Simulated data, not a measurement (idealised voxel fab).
Process module heading - voxel air gaps
We display cut, a cross-section 155 nm in width whose square cells are each 5 nm.
For the purposes of this document, a cross-section shall be understood as a grid of square cells, specified as bands listed in top-to-bottom order, each band consisting of one or more rows of cells.
Within each band entry, the heights of the top and of the bottom of the band appear first, in that order and in nm; the materials of the band then follow from left to right, each with its corresponding width in nm. The designation "throughout" on a single material indicates that it fills the band from edge to edge; the designation "empty" indicates empty space.
Zero point of the height axis is 0; under it, received wafer = one material. Lowest band: continues down indefinitely, "from 0 down".
Per-row width for "30->40": begins at first number (top row of band), ends at second number (bottom row), increment between rows held constant.
No cell of the cross-section changed in a step that is given as "no modification".
Reported under the label "Unvented internal voids" are the empty spaces having no open way to the top and comprising 8 cells or more; the notation for each is width x height at distance, in which the distance is measured from the left edge and all three values are in nm.
Read whatever lies past the settings on a step's line as the simulator's own remark about the step.
On any step carrying a mask, the "overlay nm" setting, if present on the step's line, tells how far right of its planned place the mask lay; negative values point to the left.
**Process steps (planned)**
1 RECEIVE (material Si)
2 CONFORMAL_DEP (material SiO2; thk nm 15)
3 CONFORMAL_DEP (material SiCN; thk nm 5)
4 DIRECTIONAL_DEP (material lowk; thk nm 35)
5 PATTERN (tone open; mask id LINES; material resist; width nm 15; pitch nm 40; thk nm 15; overlay nm 0)
6 DIRECTIONAL_ETCH (etch materials lowk; depth nm 35)
7 STRIP (etch materials resist)
8 CONFORMAL_DEP (material TiN; thk nm 5)
9 FILL_DEP (material W; thk nm 5)
10 CMP (height nm 55)
11 EPI (material Ru; thk nm 10)
12 SELECTIVE_ETCH (etch materials lowk; depth nm 45)
13 CONFORMAL_DEP (material SiCN; thk nm 5)
**First of two wafers, with the run carried out as planned**
**Cross-section of the wafer as it came to us, i.e., already through step 1**
    from 0 down | Si throughout
    Unvented internal voids: none
**The wafer in cross-section once step 2 is complete**
    from 15 to 0 | SiO2 throughout
    At heights below 0, the structure remains unaltered.
**The wafer in cross-section once step 3 is complete**
    from 20 to 15 | SiCN throughout
    At heights below 15, the structure remains unaltered.
**The wafer in cross-section once step 4 is complete**
    from 55 to 20 | lowk throughout
    At heights below 20, the structure remains unaltered.
**The wafer in cross-section once step 5 is complete**
    from 70 to 55 | resist=30, then empty=15, then resist=25, then empty=15, then resist=25, then empty=15, then resist=30
    At heights below 55, the structure remains unaltered.
**The wafer in cross-section once step 6 is complete**
    from 70 to 55 | resist=30, then empty=15, then resist=25, then empty=15, then resist=25, then empty=15, then resist=30
    from 55 to 20 | lowk=30, then empty=15, then lowk=25, then empty=15, then lowk=25, then empty=15, then lowk=30
    At heights below 20, the structure remains unaltered.
**The wafer in cross-section once step 7 is complete**
    from 55 to 20 | lowk=30, then empty=15, then lowk=25, then empty=15, then lowk=25, then empty=15, then lowk=30
    At heights below 20, the structure remains unaltered.
**The wafer in cross-section once step 8 is complete**
    from 60 to 55 | TiN=35, then empty=5, then TiN=35, then empty=5, then TiN=35, then empty=5, then TiN=35
    from 55 to 25 | lowk=30, then TiN=5, then empty=5, then TiN=5, then lowk=25, then TiN=5, then empty=5, then TiN=5, then lowk=25, then TiN=5, then empty=5, then TiN=5, then lowk=30
    from 25 to 20 | lowk=30, then TiN=15, then lowk=25, then TiN=15, then lowk=25, then TiN=15, then lowk=30
    At heights below 20, the structure remains unaltered.
**The wafer in cross-section once step 9 is complete**
    from 65 to 60 | W throughout
    from 60 to 55 | TiN=35, then W=5, then TiN=35, then W=5, then TiN=35, then W=5, then TiN=35
    from 55 to 25 | lowk=30, then TiN=5, then W=5, then TiN=5, then lowk=25, then TiN=5, then W=5, then TiN=5, then lowk=25, then TiN=5, then W=5, then TiN=5, then lowk=30
    At heights below 25, the structure remains unaltered.
**The wafer in cross-section once step 10 is complete**
    from 55 to 25 | lowk=30, then TiN=5, then W=5, then TiN=5, then lowk=25, then TiN=5, then W=5, then TiN=5, then lowk=25, then TiN=5, then W=5, then TiN=5, then lowk=30
    At heights below 25, the structure remains unaltered.
**The wafer in cross-section once step 11 is complete**
    from 65 to 55 | empty=20, then Ru=35, then empty=5, then Ru=35, then empty=5, then Ru=35, then empty=20
    At heights below 55, the structure remains unaltered.
**The wafer in cross-section once step 12 is complete**
    from 65 to 55 | empty=20, then Ru=35, then empty=5, then Ru=35, then empty=5, then Ru=35, then empty=20
    from 55 to 25 | empty=30, then TiN=5, then W=5, then TiN=5, then empty=25, then TiN=5, then W=5, then TiN=5, then empty=25, then TiN=5, then W=5, then TiN=5, then empty=30
    from 25 to 20 | empty=30, then TiN=15, then empty=25, then TiN=15, then empty=25, then TiN=15, then empty=30
    At heights below 20, the structure remains unaltered.
**The wafer in cross-section once step 13 is complete**
    from 70 to 65 | empty=15, then SiCN=125, then empty=15
    from 65 to 55 | empty=15, then SiCN=5, then Ru=35, then SiCN=5, then Ru=35, then SiCN=5, then Ru=35, then SiCN=5, then empty=15
    from 55 to 50 | empty=15, then SiCN=15, then TiN=5, then W=5, then TiN=5, then SiCN=25, then TiN=5, then W=5, then TiN=5, then SiCN=25, then TiN=5, then W=5, then TiN=5, then SiCN=15, then empty=15
    from 50 to 25 | empty=25, then SiCN=5, then TiN=5, then W=5, then TiN=5, then SiCN=5, then empty=15, then SiCN=5, then TiN=5, then W=5, then TiN=5, then SiCN=5, then empty=15, then SiCN=5, then TiN=5, then W=5, then TiN=5, then SiCN=5, then empty=25
    from 25 to 20 | SiCN=30, then TiN=15, then SiCN=25, then TiN=15, then SiCN=25, then TiN=15, then SiCN=30
    At heights below 20, the structure remains unaltered.
    Unvented internal voids: 15 x 25 at 50; 15 x 25 at 90
**Regarding the second of the two wafers: it shared the first wafer's starting condition and process plan, yet one error occurred during its execution. Its history coincides with that of the first wafer up to and including step 2**
Second wafer shown in cross-section at the time step 3 was slated to end: no modification
**Second wafer shown in cross-section at the time step 4 was slated to end**
    from 50 to 15 | lowk throughout
    At heights below 15, the structure remains unaltered.
**Second wafer shown in cross-section at the time step 5 was slated to end**
    from 65 to 50 | resist=30, then empty=15, then resist=25, then empty=15, then resist=25, then empty=15, then resist=30
    At heights below 50, the structure remains unaltered.
**Second wafer shown in cross-section at the time step 6 was slated to end**
    from 65 to 50 | resist=30, then empty=15, then resist=25, then empty=15, then resist=25, then empty=15, then resist=30
    from 50 to 15 | lowk=30, then empty=15, then lowk=25, then empty=15, then lowk=25, then empty=15, then lowk=30
    At heights below 15, the structure remains unaltered.
**Second wafer shown in cross-section at the time step 7 was slated to end**
    from 50 to 15 | lowk=30, then empty=15, then lowk=25, then empty=15, then lowk=25, then empty=15, then lowk=30
    At heights below 15, the structure remains unaltered.
**Second wafer shown in cross-section at the time step 8 was slated to end**
    from 55 to 50 | TiN=35, then empty=5, then TiN=35, then empty=5, then TiN=35, then empty=5, then TiN=35
    from 50 to 20 | lowk=30, then TiN=5, then empty=5, then TiN=5, then lowk=25, then TiN=5, then empty=5, then TiN=5, then lowk=25, then TiN=5, then empty=5, then TiN=5, then lowk=30
    from 20 to 15 | lowk=30, then TiN=15, then lowk=25, then TiN=15, then lowk=25, then TiN=15, then lowk=30
    At heights below 15, the structure remains unaltered.
**Second wafer shown in cross-section at the time step 9 was slated to end**
    from 60 to 55 | W throughout
    from 55 to 50 | TiN=35, then W=5, then TiN=35, then W=5, then TiN=35, then W=5, then TiN=35
    from 50 to 20 | lowk=30, then TiN=5, then W=5, then TiN=5, then lowk=25, then TiN=5, then W=5, then TiN=5, then lowk=25, then TiN=5, then W=5, then TiN=5, then lowk=30
    At heights below 20, the structure remains unaltered.
**Second wafer shown in cross-section at the time step 10 was slated to end**
    from 55 to 50 | TiN=35, then W=5, then TiN=35, then W=5, then TiN=35, then W=5, then TiN=35
    At heights below 50, the structure remains unaltered.
**Second wafer shown in cross-section at the time step 11 was slated to end**
    from 65 to 55 | Ru throughout
    At heights below 55, the structure remains unaltered.
Second wafer shown in cross-section at the time step 12 was slated to end: no modification
**Second wafer shown in cross-section at the time step 13 was slated to end**
    from 70 to 65 | SiCN throughout
    At heights below 65, the structure remains unaltered.
It is concluded that the wafer was processed incorrectly with respect to the plan, in that step 3 of the plan got skipped, so it never ran
Wrapping up, a cell-based count of both wafers puts the second over or under the first for these materials: Ru: 20 more; SiCN: 101 fewer; TiN: 28 more; W: 3 more; lowk: 154 more
Quick summary for you: first wafer finishes at 2 closed voids, second at 0.
